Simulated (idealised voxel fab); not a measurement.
The following process module bears the name voxel wiring stack.
Section cut is 270 nm wide and gridded with 5 nm square cells.
In what follows, cross-sections appear as grids of square cells, described through bands that run from the top down, where every band is one or more rows of cells.
This entry defines a band. It first specifies the height of the band's top and the height of its bottom in nm, and then specifies the band's materials from left to right, stating each material with its width in nm. The word "all across" identifies a single material that fills the band from edge to edge, while the word "air" identifies empty space.
Height reference: 0 = level under which incoming wafer is all one material. Lowest band: no bottom, runs on downward, e.g. "0 nm and below".
Top row gets the first number, bottom row gets the second, and each row in between changes by the same step: that is how a band width like "30 to 40" works.
It should be understood that the words "same as before", when stated for a given step, signify that the cross-section underwent no change in any of its cells during that step.
Closed empty spaces (no open way to the top) of 8 cells or more are what "Enclosed empty spaces" lists, each as width x height at distance from the left edge, nm for all three.
That trailing text on a step's line, after the settings, is the simulator's own remark on the step.
overlay nm: for a step with a mask, the amount by which the mask lay right of where it was planned; a negative amount means left of it.
Here's what the planned process steps look like:
step 1: RECEIVE: material Si
step 2: CONFORMAL_DEP: material SiO2, thk nm 10
step 3: DIRECTIONAL_DEP: material TiN, thk nm 5
step 4: DIRECTIONAL_DEP: material W, thk nm 15
step 5: MASKED_ETCH: tone cover, mask id METAL_1, width nm 25, pitch nm 40, etch materials W, depth nm 15, overlay nm 0
step 6: MASKED_ETCH: tone cover, mask id METAL_1, width nm 25, pitch nm 40, etch materials TiN, depth nm 5, overlay nm 0
step 7: FILL_DEP: material lowk, thk nm 10
step 8: CMP: height nm 30
step 9: CONFORMAL_DEP: material SiCN, thk nm 5
step 10: DIRECTIONAL_DEP: material SiO2, thk nm 10
step 11: DIRECTIONAL_DEP: material aC, thk nm 15
step 12: PATTERN: tone open, mask id PLUG_1, material resist, width nm 15, pitch nm 40, thk nm 30, overlay nm 0
step 13: DIRECTIONAL_ETCH: etch materials aC, depth nm 15
step 14: STRIP: etch materials resist
step 15: DIRECTIONAL_ETCH: etch materials SiO2, depth nm 10
step 16: DIRECTIONAL_ETCH: etch materials SiCN, depth nm 5
step 17: STRIP: etch materials aC
step 18: CONFORMAL_DEP: material TiN, thk nm 5
step 19: FILL_DEP: material W, thk nm 5
step 20: CMP: height nm 45
step 21: CONFORMAL_DEP: material SiCN, thk nm 5
step 22: DIRECTIONAL_DEP: material SiO2, thk nm 15
step 23: MASKED_ETCH: tone open, mask id METAL_2, width nm 25, pitch nm 40, etch materials SiO2, depth nm 15, overlay nm 0
step 24: MASKED_ETCH: tone open, mask id METAL_2, width nm 25, pitch nm 40, etch materials SiCN, depth nm 5, overlay nm 0
step 25: CONFORMAL_DEP: material TiN, thk nm 5
step 26: FILL_DEP: material Cu, thk nm 5
step 27: CMP: height nm 65
step 28: CONFORMAL_DEP: material SiCN, thk nm 5
step 29: DIRECTIONAL_DEP: material lowk, thk nm 35
step 30: DIRECTIONAL_DEP: material aC, thk nm 15
step 31: PATTERN: tone open, mask id METAL_3_HOLES, material resist, width nm 15, pitch nm 40, thk nm 30, overlay nm 0
step 32: DIRECTIONAL_ETCH: etch materials aC, depth nm 15
step 33: STRIP: etch materials resist
step 34: DIRECTIONAL_ETCH: etch materials lowk, depth nm 35
step 35: STRIP: etch materials aC
step 36: DIRECTIONAL_DEP: material aC, thk nm 15
step 37: PATTERN: tone open, mask id METAL_3, material resist, width nm 25, pitch nm 40, thk nm 35, overlay nm 0
step 38: DIRECTIONAL_ETCH: etch materials aC, depth nm 15
step 39: STRIP: etch materials resist
step 40: DIRECTIONAL_ETCH: etch materials lowk, depth nm 20
step 41: DIRECTIONAL_ETCH: etch materials SiCN, depth nm 5
step 42: STRIP: etch materials aC
step 43: CONFORMAL_DEP: material TiN, thk nm 5
step 44: FILL_DEP: material Ru, thk nm 5
step 45: CMP: height nm 105
step 46: CONFORMAL_DEP: material SiCN, thk nm 5
step 47: DIRECTIONAL_DEP: material SiO2, thk nm 25
step 48: PATTERN: tone open, mask id METAL_4, material resist, width nm 25, pitch nm 40, thk nm 15, overlay nm 0
step 49: DIRECTIONAL_ETCH: etch materials SiO2, depth nm 15
step 50: STRIP: etch materials resist
step 51: DIRECTIONAL_DEP: material aC, thk nm 15
step 52: PATTERN: tone open, mask id METAL_4_HOLES, material resist, width nm 15, pitch nm 80, thk nm 35, overlay nm 0
step 53: DIRECTIONAL_ETCH: etch materials aC, depth nm 15
step 54: STRIP: etch materials resist
step 55: DIRECTIONAL_ETCH: etch materials SiO2, depth nm 10
step 56: DIRECTIONAL_ETCH: etch materials SiCN, depth nm 5
step 57: STRIP: etch materials aC
step 58: CONFORMAL_DEP: material TiN, thk nm 5
step 59: FILL_DEP: material Ru, thk nm 5
step 60: CMP: height nm 135
step 61: CONFORMAL_DEP: material SiN, thk nm 5
First of two wafers - as planned:
As received (post step 1): cross-section:
* 0 nm and below | Si all across
* Enclosed empty spaces: none
After step 2: wafer cross-section:
* 10 nm to 0 nm | SiO2 all across
* Unchanged below 0.
After step 3: wafer cross-section:
* 15 nm to 10 nm | TiN all across
* Unchanged below 10.
After step 4: wafer cross-section:
* 30 nm to 15 nm | W all across
* Unchanged below 15.
After step 5: wafer cross-section:
* 30 nm to 15 nm | air (80) | W (25) | air (15) | W (25) | air (15) | W (25) | air (85)
* Unchanged below 15.
After step 6: wafer cross-section:
* 30 nm to 15 nm | air (80) | W (25) | air (15) | W (25) | air (15) | W (25) | air (85)
* 15 nm to 10 nm | air (80) | TiN (25) | air (15) | TiN (25) | air (15) | TiN (25) | air (85)
* Unchanged below 10.
After step 7: wafer cross-section:
* 40 nm to 30 nm | lowk all across
* 30 nm to 15 nm | lowk (80) | W (25) | lowk (15) | W (25) | lowk (15) | W (25) | lowk (85)
* 15 nm to 10 nm | lowk (80) | TiN (25) | lowk (15) | TiN (25) | lowk (15) | TiN (25) | lowk (85)
* Unchanged below 10.
After step 8: wafer cross-section:
* 30 nm to 15 nm | lowk (80) | W (25) | lowk (15) | W (25) | lowk (15) | W (25) | lowk (85)
* Unchanged below 15.
After step 9: wafer cross-section:
* 35 nm to 30 nm | SiCN all across
* Unchanged below 30.
After step 10: wafer cross-section:
* 45 nm to 35 nm | SiO2 all across
* Unchanged below 35.
After step 11: wafer cross-section:
* 60 nm to 45 nm | aC all across
* Unchanged below 45.
After step 12: wafer cross-section:
* 90 nm to 60 nm | resist (80) | air (15) | resist (25) | air (15) | resist (25) | air (15) | resist (95)
* Unchanged below 60.
After step 13: wafer cross-section:
* 75 nm to 60 nm | resist (80) | air (15) | resist (25) | air (15) | resist (25) | air (15) | resist (95)
* 60 nm to 45 nm | aC (80) | air (15) | aC (25) | air (15) | aC (25) | air (15) | aC (95)
* Unchanged below 45.
After step 14: wafer cross-section:
* 60 nm to 45 nm | aC (80) | air (15) | aC (25) | air (15) | aC (25) | air (15) | aC (95)
* Unchanged below 45.
After step 15: wafer cross-section:
* 60 nm to 45 nm | aC (80) | air (15) | aC (25) | air (15) | aC (25) | air (15) | aC (95)
* 45 nm to 35 nm | SiO2 (80) | air (15) | SiO2 (25) | air (15) | SiO2 (25) | air (15) | SiO2 (95)
* Unchanged below 35.
After step 16: wafer cross-section:
* 60 nm to 45 nm | aC (80) | air (15) | aC (25) | air (15) | aC (25) | air (15) | aC (95)
* 45 nm to 35 nm | SiO2 (80) | air (15) | SiO2 (25) | air (15) | SiO2 (25) | air (15) | SiO2 (95)
* 35 nm to 30 nm | SiCN (80) | air (15) | SiCN (25) | air (15) | SiCN (25) | air (15) | SiCN (95)
* Unchanged below 30.
After step 17: wafer cross-section:
* 45 nm to 35 nm | SiO2 (80) | air (15) | SiO2 (25) | air (15) | SiO2 (25) | air (15) | SiO2 (95)
* Unchanged below 35.
After step 18: wafer cross-section:
* 50 nm to 45 nm | TiN (85) | air (5) | TiN (35) | air (5) | TiN (35) | air (5) | TiN (100)
* 45 nm to 35 nm | SiO2 (80) | TiN (5) | air (5) | TiN (5) | SiO2 (25) | TiN (5) | air (5) | TiN (5) | SiO2 (25) | TiN (5) | air (5) | TiN (5) | SiO2 (95)
* 35 nm to 30 nm | SiCN (80) | TiN (15) | SiCN (25) | TiN (15) | SiCN (25) | TiN (15) | SiCN (95)
* Unchanged below 30.
After step 19: wafer cross-section:
* 55 nm to 50 nm | W all across
* 50 nm to 45 nm | TiN (85) | W (5) | TiN (35) | W (5) | TiN (35) | W (5) | TiN (100)
* 45 nm to 35 nm | SiO2 (80) | TiN (5) | W (5) | TiN (5) | SiO2 (25) | TiN (5) | W (5) | TiN (5) | SiO2 (25) | TiN (5) | W (5) | TiN (5) | SiO2 (95)
* Unchanged below 35.
After step 20: wafer cross-section:
* 45 nm to 35 nm | SiO2 (80) | TiN (5) | W (5) | TiN (5) | SiO2 (25) | TiN (5) | W (5) | TiN (5) | SiO2 (25) | TiN (5) | W (5) | TiN (5) | SiO2 (95)
* Unchanged below 35.
After step 21: wafer cross-section:
* 50 nm to 45 nm | SiCN all across
* Unchanged below 45.
After step 22: wafer cross-section:
* 65 nm to 50 nm | SiO2 all across
* Unchanged below 50.
After step 23: wafer cross-section:
* 65 nm to 50 nm | SiO2 (80) | air (25) | SiO2 (15) | air (25) | SiO2 (15) | air (25) | SiO2 (85)
* Unchanged below 50.
After step 24: wafer cross-section:
* 65 nm to 50 nm | SiO2 (80) | air (25) | SiO2 (15) | air (25) | SiO2 (15) | air (25) | SiO2 (85)
* 50 nm to 45 nm | SiCN (80) | air (25) | SiCN (15) | air (25) | SiCN (15) | air (25) | SiCN (85)
* Unchanged below 45.
After step 25: wafer cross-section:
* 70 nm to 65 nm | TiN (85) | air (15) | TiN (25) | air (15) | TiN (25) | air (15) | TiN (90)
* 65 nm to 50 nm | SiO2 (80) | TiN (5) | air (15) | TiN (5) | SiO2 (15) | TiN (5) | air (15) | TiN (5) | SiO2 (15) | TiN (5) | air (15) | TiN (5) | SiO2 (85)
* 50 nm to 45 nm | SiCN (80) | TiN (25) | SiCN (15) | TiN (25) | SiCN (15) | TiN (25) | SiCN (85)
* Unchanged below 45.
After step 26: wafer cross-section:
* 75 nm to 70 nm | Cu all across
* 70 nm to 65 nm | TiN (85) | Cu (15) | TiN (25) | Cu (15) | TiN (25) | Cu (15) | TiN (90)
* 65 nm to 50 nm | SiO2 (80) | TiN (5) | Cu (15) | TiN (5) | SiO2 (15) | TiN (5) | Cu (15) | TiN (5) | SiO2 (15) | TiN (5) | Cu (15) | TiN (5) | SiO2 (85)
* Unchanged below 50.
After step 27: wafer cross-section:
* 65 nm to 50 nm | SiO2 (80) | TiN (5) | Cu (15) | TiN (5) | SiO2 (15) | TiN (5) | Cu (15) | TiN (5) | SiO2 (15) | TiN (5) | Cu (15) | TiN (5) | SiO2 (85)
* Unchanged below 50.
After step 28: wafer cross-section:
* 70 nm to 65 nm | SiCN all across
* Unchanged below 65.
After step 29: wafer cross-section:
* 105 nm to 70 nm | lowk all across
* Unchanged below 70.
After step 30: wafer cross-section:
* 120 nm to 105 nm | aC all across
* Unchanged below 105.
After step 31: wafer cross-section:
* 150 nm to 120 nm | resist (80) | air (15) | resist (25) | air (15) | resist (25) | air (15) | resist (95)
* Unchanged below 120.
After step 32: wafer cross-section:
* 135 nm to 120 nm | resist (80) | air (15) | resist (25) | air (15) | resist (25) | air (15) | resist (95)
* 120 nm to 105 nm | aC (80) | air (15) | aC (25) | air (15) | aC (25) | air (15) | aC (95)
* Unchanged below 105.
After step 33: wafer cross-section:
* 120 nm to 105 nm | aC (80) | air (15) | aC (25) | air (15) | aC (25) | air (15) | aC (95)
* Unchanged below 105.
After step 34: wafer cross-section:
* 120 nm to 105 nm | aC (80) | air (15) | aC (25) | air (15) | aC (25) | air (15) | aC (95)
* 105 nm to 70 nm | lowk (80) | air (15) | lowk (25) | air (15) | lowk (25) | air (15) | lowk (95)
* Unchanged below 70.
After step 35: wafer cross-section:
* 105 nm to 70 nm | lowk (80) | air (15) | lowk (25) | air (15) | lowk (25) | air (15) | lowk (95)
* Unchanged below 70.
After step 36: wafer cross-section:
* 120 nm to 105 nm | aC (80) | air (15) | aC (25) | air (15) | aC (25) | air (15) | aC (95)
* 105 nm to 85 nm | lowk (80) | air (15) | lowk (25) | air (15) | lowk (25) | air (15) | lowk (95)
* 85 nm to 70 nm | lowk (80) | aC (15) | lowk (25) | aC (15) | lowk (25) | aC (15) | lowk (95)
* Unchanged below 70.
After step 37: wafer cross-section:
* 155 nm to 120 nm | resist (80) | air (25) | resist (15) | air (25) | resist (15) | air (25) | resist (85)
* Unchanged below 120.
After step 38: wafer cross-section:
* 140 nm to 120 nm | resist (80) | air (25) | resist (15) | air (25) | resist (15) | air (25) | resist (85)
* 120 nm to 105 nm | aC (80) | air (25) | aC (15) | air (25) | aC (15) | air (25) | aC (85)
* 105 nm to 70 nm | lowk (80) | air (15) | lowk (25) | air (15) | lowk (25) | air (15) | lowk (95)
* Unchanged below 70.
After step 39: wafer cross-section:
* 120 nm to 105 nm | aC (80) | air (25) | aC (15) | air (25) | aC (15) | air (25) | aC (85)
* Unchanged below 105.
After step 40: wafer cross-section:
* 120 nm to 105 nm | aC (80) | air (25) | aC (15) | air (25) | aC (15) | air (25) | aC (85)
* 105 nm to 85 nm | lowk (80) | air (25) | lowk (15) | air (25) | lowk (15) | air (25) | lowk (85)
* Unchanged below 85.
After step 41: wafer cross-section:
* 120 nm to 105 nm | aC (80) | air (25) | aC (15) | air (25) | aC (15) | air (25) | aC (85)
* 105 nm to 85 nm | lowk (80) | air (25) | lowk (15) | air (25) | lowk (15) | air (25) | lowk (85)
* 85 nm to 70 nm | lowk (80) | air (15) | lowk (25) | air (15) | lowk (25) | air (15) | lowk (95)
* 70 nm to 65 nm | SiCN (80) | air (15) | SiCN (25) | air (15) | SiCN (25) | air (15) | SiCN (95)
* Unchanged below 65.
After step 42: wafer cross-section:
* 105 nm to 85 nm | lowk (80) | air (25) | lowk (15) | air (25) | lowk (15) | air (25) | lowk (85)
* Unchanged below 85.
After step 43: wafer cross-section:
* 110 nm to 105 nm | TiN (85) | air (15) | TiN (25) | air (15) | TiN (25) | air (15) | TiN (90)
* 105 nm to 90 nm | lowk (80) | TiN (5) | air (15) | TiN (5) | lowk (15) | TiN (5) | air (15) | TiN (5) | lowk (15) | TiN (5) | air (15) | TiN (5) | lowk (85)
* 90 nm to 85 nm | lowk (80) | TiN (5) | air (5) | TiN (15) | lowk (15) | TiN (5) | air (5) | TiN (15) | lowk (15) | TiN (5) | air (5) | TiN (15) | lowk (85)
* 85 nm to 70 nm | lowk (80) | TiN (5) | air (5) | TiN (5) | lowk (25) | TiN (5) | air (5) | TiN (5) | lowk (25) | TiN (5) | air (5) | TiN (5) | lowk (95)
* 70 nm to 65 nm | SiCN (80) | TiN (15) | SiCN (25) | TiN (15) | SiCN (25) | TiN (15) | SiCN (95)
* Unchanged below 65.
After step 44: wafer cross-section:
* 115 nm to 110 nm | Ru all across
* 110 nm to 105 nm | TiN (85) | Ru (15) | TiN (25) | Ru (15) | TiN (25) | Ru (15) | TiN (90)
* 105 nm to 90 nm | lowk (80) | TiN (5) | Ru (15) | TiN (5) | lowk (15) | TiN (5) | Ru (15) | TiN (5) | lowk (15) | TiN (5) | Ru (15) | TiN (5) | lowk (85)
* 90 nm to 85 nm | lowk (80) | TiN (5) | Ru (5) | TiN (15) | lowk (15) | TiN (5) | Ru (5) | TiN (15) | lowk (15) | TiN (5) | Ru (5) | TiN (15) | lowk (85)
* 85 nm to 70 nm | lowk (80) | TiN (5) | Ru (5) | TiN (5) | lowk (25) | TiN (5) | Ru (5) | TiN (5) | lowk (25) | TiN (5) | Ru (5) | TiN (5) | lowk (95)
* Unchanged below 70.
After step 45: wafer cross-section:
* 105 nm to 90 nm | lowk (80) | TiN (5) | Ru (15) | TiN (5) | lowk (15) | TiN (5) | Ru (15) | TiN (5) | lowk (15) | TiN (5) | Ru (15) | TiN (5) | lowk (85)
* Unchanged below 90.
After step 46: wafer cross-section:
* 110 nm to 105 nm | SiCN all across
* Unchanged below 105.
After step 47: wafer cross-section:
* 135 nm to 110 nm | SiO2 all across
* Unchanged below 110.
After step 48: wafer cross-section:
* 150 nm to 135 nm | resist (80) | air (25) | resist (15) | air (25) | resist (15) | air (25) | resist (85)
* Unchanged below 135.
After step 49: wafer cross-section:
* 150 nm to 135 nm | resist (80) | air (25) | resist (15) | air (25) | resist (15) | air (25) | resist (85)
* 135 nm to 120 nm | SiO2 (80) | air (25) | SiO2 (15) | air (25) | SiO2 (15) | air (25) | SiO2 (85)
* Unchanged below 120.
After step 50: wafer cross-section:
* 135 nm to 120 nm | SiO2 (80) | air (25) | SiO2 (15) | air (25) | SiO2 (15) | air (25) | SiO2 (85)
* Unchanged below 120.
After step 51: wafer cross-section:
* 150 nm to 135 nm | aC (80) | air (25) | aC (15) | air (25) | aC (15) | air (25) | aC (85)
* 135 nm to 120 nm | SiO2 (80) | aC (25) | SiO2 (15) | aC (25) | SiO2 (15) | aC (25) | SiO2 (85)
* Unchanged below 120.
After step 52: wafer cross-section:
* 185 nm to 150 nm | resist (80) | air (15) | resist (65) | air (15) | resist (95)
* 150 nm to 135 nm | aC (80) | air (15) | resist (10) | aC (15) | resist (25) | aC (15) | air (15) | resist (10) | aC (85)
* Unchanged below 135.
After step 53: wafer cross-section:
* 170 nm to 150 nm | resist (80) | air (15) | resist (65) | air (15) | resist (95)
* 150 nm to 135 nm | aC (80) | air (15) | resist (10) | aC (15) | resist (25) | aC (15) | air (15) | resist (10) | aC (85)
* 135 nm to 120 nm | SiO2 (80) | air (15) | aC (10) | SiO2 (15) | aC (25) | SiO2 (15) | air (15) | aC (10) | SiO2 (85)
* Unchanged below 120.
After step 54: wafer cross-section:
* 150 nm to 135 nm | aC (80) | air (25) | aC (15) | air (25) | aC (15) | air (25) | aC (85)
* Unchanged below 135.
After step 55: wafer cross-section:
* 150 nm to 135 nm | aC (80) | air (25) | aC (15) | air (25) | aC (15) | air (25) | aC (85)
* 135 nm to 120 nm | SiO2 (80) | air (15) | aC (10) | SiO2 (15) | aC (25) | SiO2 (15) | air (15) | aC (10) | SiO2 (85)
* 120 nm to 110 nm | SiO2 (80) | air (15) | SiO2 (65) | air (15) | SiO2 (95)
* Unchanged below 110.
After step 56: wafer cross-section:
* 150 nm to 135 nm | aC (80) | air (25) | aC (15) | air (25) | aC (15) | air (25) | aC (85)
* 135 nm to 120 nm | SiO2 (80) | air (15) | aC (10) | SiO2 (15) | aC (25) | SiO2 (15) | air (15) | aC (10) | SiO2 (85)
* 120 nm to 110 nm | SiO2 (80) | air (15) | SiO2 (65) | air (15) | SiO2 (95)
* 110 nm to 105 nm | SiCN (80) | air (15) | SiCN (65) | air (15) | SiCN (95)
* Unchanged below 105.
After step 57: wafer cross-section:
* 135 nm to 120 nm | SiO2 (80) | air (25) | SiO2 (15) | air (25) | SiO2 (15) | air (25) | SiO2 (85)
* Unchanged below 120.
After step 58: wafer cross-section:
* 140 nm to 135 nm | TiN (85) | air (15) | TiN (25) | air (15) | TiN (25) | air (15) | TiN (90)
* 135 nm to 125 nm | SiO2 (80) | TiN (5) | air (15) | TiN (5) | SiO2 (15) | TiN (5) | air (15) | TiN (5) | SiO2 (15) | TiN (5) | air (15) | TiN (5) | SiO2 (85)
* 125 nm to 120 nm | SiO2 (80) | TiN (5) | air (5) | TiN (15) | SiO2 (15) | TiN (25) | SiO2 (15) | TiN (5) | air (5) | TiN (15) | SiO2 (85)
* 120 nm to 110 nm | SiO2 (80) | TiN (5) | air (5) | TiN (5) | SiO2 (65) | TiN (5) | air (5) | TiN (5) | SiO2 (95)
* 110 nm to 105 nm | SiCN (80) | TiN (15) | SiCN (65) | TiN (15) | SiCN (95)
* Unchanged below 105.
After step 59: wafer cross-section:
* 145 nm to 140 nm | Ru all across
* 140 nm to 135 nm | TiN (85) | Ru (15) | TiN (25) | Ru (15) | TiN (25) | Ru (15) | TiN (90)
* 135 nm to 125 nm | SiO2 (80) | TiN (5) | Ru (15) | TiN (5) | SiO2 (15) | TiN (5) | Ru (15) | TiN (5) | SiO2 (15) | TiN (5) | Ru (15) | TiN (5) | SiO2 (85)
* 125 nm to 120 nm | SiO2 (80) | TiN (5) | Ru (5) | TiN (15) | SiO2 (15) | TiN (25) | SiO2 (15) | TiN (5) | Ru (5) | TiN (15) | SiO2 (85)
* 120 nm to 110 nm | SiO2 (80) | TiN (5) | Ru (5) | TiN (5) | SiO2 (65) | TiN (5) | Ru (5) | TiN (5) | SiO2 (95)
* Unchanged below 110.
After step 60: wafer cross-section:
* 135 nm to 125 nm | SiO2 (80) | TiN (5) | Ru (15) | TiN (5) | SiO2 (15) | TiN (5) | Ru (15) | TiN (5) | SiO2 (15) | TiN (5) | Ru (15) | TiN (5) | SiO2 (85)
* Unchanged below 125.
After step 61: wafer cross-section:
* 140 nm to 135 nm | SiN all across
* Unchanged below 135.
Okay, second wafer. Nothing different at the start, nothing different in the plan, just one mistake somewhere in the running. As far as step 39, counting that step, it's the first wafer all over again:
Cross-section, second wafer, at the end time the plan gives for step 40:
* 120 nm to 105 nm | aC (80) | air (25) | aC (15) | air (25) | aC (15) | air (25) | aC (85)
* 105 nm to 70 nm | lowk (80) | air (25) | lowk (15) | air (25) | lowk (15) | air (25) | lowk (85)
* Unchanged below 70.
Cross-section, second wafer, at the end time the plan gives for step 41:
* 120 nm to 105 nm | aC (80) | air (25) | aC (15) | air (25) | aC (15) | air (25) | aC (85)
* 105 nm to 70 nm | lowk (80) | air (25) | lowk (15) | air (25) | lowk (15) | air (25) | lowk (85)
* 70 nm to 65 nm | SiCN (80) | air (25) | SiCN (15) | air (25) | SiCN (15) | air (25) | SiCN (85)
* Unchanged below 65.
Cross-section, second wafer, at the end time the plan gives for step 42:
* 105 nm to 70 nm | lowk (80) | air (25) | lowk (15) | air (25) | lowk (15) | air (25) | lowk (85)
* Unchanged below 70.
Cross-section, second wafer, at the end time the plan gives for step 43:
* 110 nm to 105 nm | TiN (85) | air (15) | TiN (25) | air (15) | TiN (25) | air (15) | TiN (90)
* 105 nm to 70 nm | lowk (80) | TiN (5) | air (15) | TiN (5) | lowk (15) | TiN (5) | air (15) | TiN (5) | lowk (15) | TiN (5) | air (15) | TiN (5) | lowk (85)
* 70 nm to 65 nm | SiCN (80) | TiN (25) | SiCN (15) | TiN (25) | SiCN (15) | TiN (25) | SiCN (85)
* Unchanged below 65.
Cross-section, second wafer, at the end time the plan gives for step 44:
* 115 nm to 110 nm | Ru all across
* 110 nm to 105 nm | TiN (85) | Ru (15) | TiN (25) | Ru (15) | TiN (25) | Ru (15) | TiN (90)
* 105 nm to 70 nm | lowk (80) | TiN (5) | Ru (15) | TiN (5) | lowk (15) | TiN (5) | Ru (15) | TiN (5) | lowk (15) | TiN (5) | Ru (15) | TiN (5) | lowk (85)
* Unchanged below 70.
Cross-section, second wafer, at the end time the plan gives for step 45:
* 105 nm to 70 nm | lowk (80) | TiN (5) | Ru (15) | TiN (5) | lowk (15) | TiN (5) | Ru (15) | TiN (5) | lowk (15) | TiN (5) | Ru (15) | TiN (5) | lowk (85)
* Unchanged below 70.
Cross-section, second wafer, at the end time the plan gives for step 46:
* 110 nm to 105 nm | SiCN all across
* Unchanged below 105.
Cross-section, second wafer, at the end time the plan gives for step 47:
* 135 nm to 110 nm | SiO2 all across
* Unchanged below 110.
Cross-section, second wafer, at the end time the plan gives for step 48:
* 150 nm to 135 nm | resist (80) | air (25) | resist (15) | air (25) | resist (15) | air (25) | resist (85)
* Unchanged below 135.
Cross-section, second wafer, at the end time the plan gives for step 49:
* 150 nm to 135 nm | resist (80) | air (25) | resist (15) | air (25) | resist (15) | air (25) | resist (85)
* 135 nm to 120 nm | SiO2 (80) | air (25) | SiO2 (15) | air (25) | SiO2 (15) | air (25) | SiO2 (85)
* Unchanged below 120.
Cross-section, second wafer, at the end time the plan gives for step 50:
* 135 nm to 120 nm | SiO2 (80) | air (25) | SiO2 (15) | air (25) | SiO2 (15) | air (25) | SiO2 (85)
* Unchanged below 120.
Cross-section, second wafer, at the end time the plan gives for step 51:
* 150 nm to 135 nm | aC (80) | air (25) | aC (15) | air (25) | aC (15) | air (25) | aC (85)
* 135 nm to 120 nm | SiO2 (80) | aC (25) | SiO2 (15) | aC (25) | SiO2 (15) | aC (25) | SiO2 (85)
* Unchanged below 120.
Cross-section, second wafer, at the end time the plan gives for step 52:
* 185 nm to 150 nm | resist (80) | air (15) | resist (65) | air (15) | resist (95)
* 150 nm to 135 nm | aC (80) | air (15) | resist (10) | aC (15) | resist (25) | aC (15) | air (15) | resist (10) | aC (85)
* Unchanged below 135.
Cross-section, second wafer, at the end time the plan gives for step 53:
* 170 nm to 150 nm | resist (80) | air (15) | resist (65) | air (15) | resist (95)
* 150 nm to 135 nm | aC (80) | air (15) | resist (10) | aC (15) | resist (25) | aC (15) | air (15) | resist (10) | aC (85)
* 135 nm to 120 nm | SiO2 (80) | air (15) | aC (10) | SiO2 (15) | aC (25) | SiO2 (15) | air (15) | aC (10) | SiO2 (85)
* Unchanged below 120.
Cross-section, second wafer, at the end time the plan gives for step 54:
* 150 nm to 135 nm | aC (80) | air (25) | aC (15) | air (25) | aC (15) | air (25) | aC (85)
* Unchanged below 135.
Cross-section, second wafer, at the end time the plan gives for step 55:
* 150 nm to 135 nm | aC (80) | air (25) | aC (15) | air (25) | aC (15) | air (25) | aC (85)
* 135 nm to 120 nm | SiO2 (80) | air (15) | aC (10) | SiO2 (15) | aC (25) | SiO2 (15) | air (15) | aC (10) | SiO2 (85)
* 120 nm to 110 nm | SiO2 (80) | air (15) | SiO2 (65) | air (15) | SiO2 (95)
* Unchanged below 110.
Cross-section, second wafer, at the end time the plan gives for step 56:
* 150 nm to 135 nm | aC (80) | air (25) | aC (15) | air (25) | aC (15) | air (25) | aC (85)
* 135 nm to 120 nm | SiO2 (80) | air (15) | aC (10) | SiO2 (15) | aC (25) | SiO2 (15) | air (15) | aC (10) | SiO2 (85)
* 120 nm to 110 nm | SiO2 (80) | air (15) | SiO2 (65) | air (15) | SiO2 (95)
* 110 nm to 105 nm | SiCN (80) | air (15) | SiCN (65) | air (15) | SiCN (95)
* Unchanged below 105.
Cross-section, second wafer, at the end time the plan gives for step 57:
* 135 nm to 120 nm | SiO2 (80) | air (25) | SiO2 (15) | air (25) | SiO2 (15) | air (25) | SiO2 (85)
* Unchanged below 120.
Cross-section, second wafer, at the end time the plan gives for step 58:
* 140 nm to 135 nm | TiN (85) | air (15) | TiN (25) | air (15) | TiN (25) | air (15) | TiN (90)
* 135 nm to 125 nm | SiO2 (80) | TiN (5) | air (15) | TiN (5) | SiO2 (15) | TiN (5) | air (15) | TiN (5) | SiO2 (15) | TiN (5) | air (15) | TiN (5) | SiO2 (85)
* 125 nm to 120 nm | SiO2 (80) | TiN (5) | air (5) | TiN (15) | SiO2 (15) | TiN (25) | SiO2 (15) | TiN (5) | air (5) | TiN (15) | SiO2 (85)
* 120 nm to 110 nm | SiO2 (80) | TiN (5) | air (5) | TiN (5) | SiO2 (65) | TiN (5) | air (5) | TiN (5) | SiO2 (95)
* 110 nm to 105 nm | SiCN (80) | TiN (15) | SiCN (65) | TiN (15) | SiCN (95)
* Unchanged below 105.
Cross-section, second wafer, at the end time the plan gives for step 59:
* 145 nm to 140 nm | Ru all across
* 140 nm to 135 nm | TiN (85) | Ru (15) | TiN (25) | Ru (15) | TiN (25) | Ru (15) | TiN (90)
* 135 nm to 125 nm | SiO2 (80) | TiN (5) | Ru (15) | TiN (5) | SiO2 (15) | TiN (5) | Ru (15) | TiN (5) | SiO2 (15) | TiN (5) | Ru (15) | TiN (5) | SiO2 (85)
* 125 nm to 120 nm | SiO2 (80) | TiN (5) | Ru (5) | TiN (15) | SiO2 (15) | TiN (25) | SiO2 (15) | TiN (5) | Ru (5) | TiN (15) | SiO2 (85)
* 120 nm to 110 nm | SiO2 (80) | TiN (5) | Ru (5) | TiN (5) | SiO2 (65) | TiN (5) | Ru (5) | TiN (5) | SiO2 (95)
* Unchanged below 110.
Cross-section, second wafer, at the end time the plan gives for step 60:
* 135 nm to 125 nm | SiO2 (80) | TiN (5) | Ru (15) | TiN (5) | SiO2 (15) | TiN (5) | Ru (15) | TiN (5) | SiO2 (15) | TiN (5) | Ru (15) | TiN (5) | SiO2 (85)
* Unchanged below 125.
Cross-section, second wafer, at the end time the plan gives for step 61:
* 140 nm to 135 nm | SiN all across
* Unchanged below 135.
Deviation from plan: it should be noted that step 40 of the plan was executed twice
In the final state, the cell counts of the second wafer exceed or fall short of those of the first for the following materials: Ru +24 | SiCN -6 | lowk -18
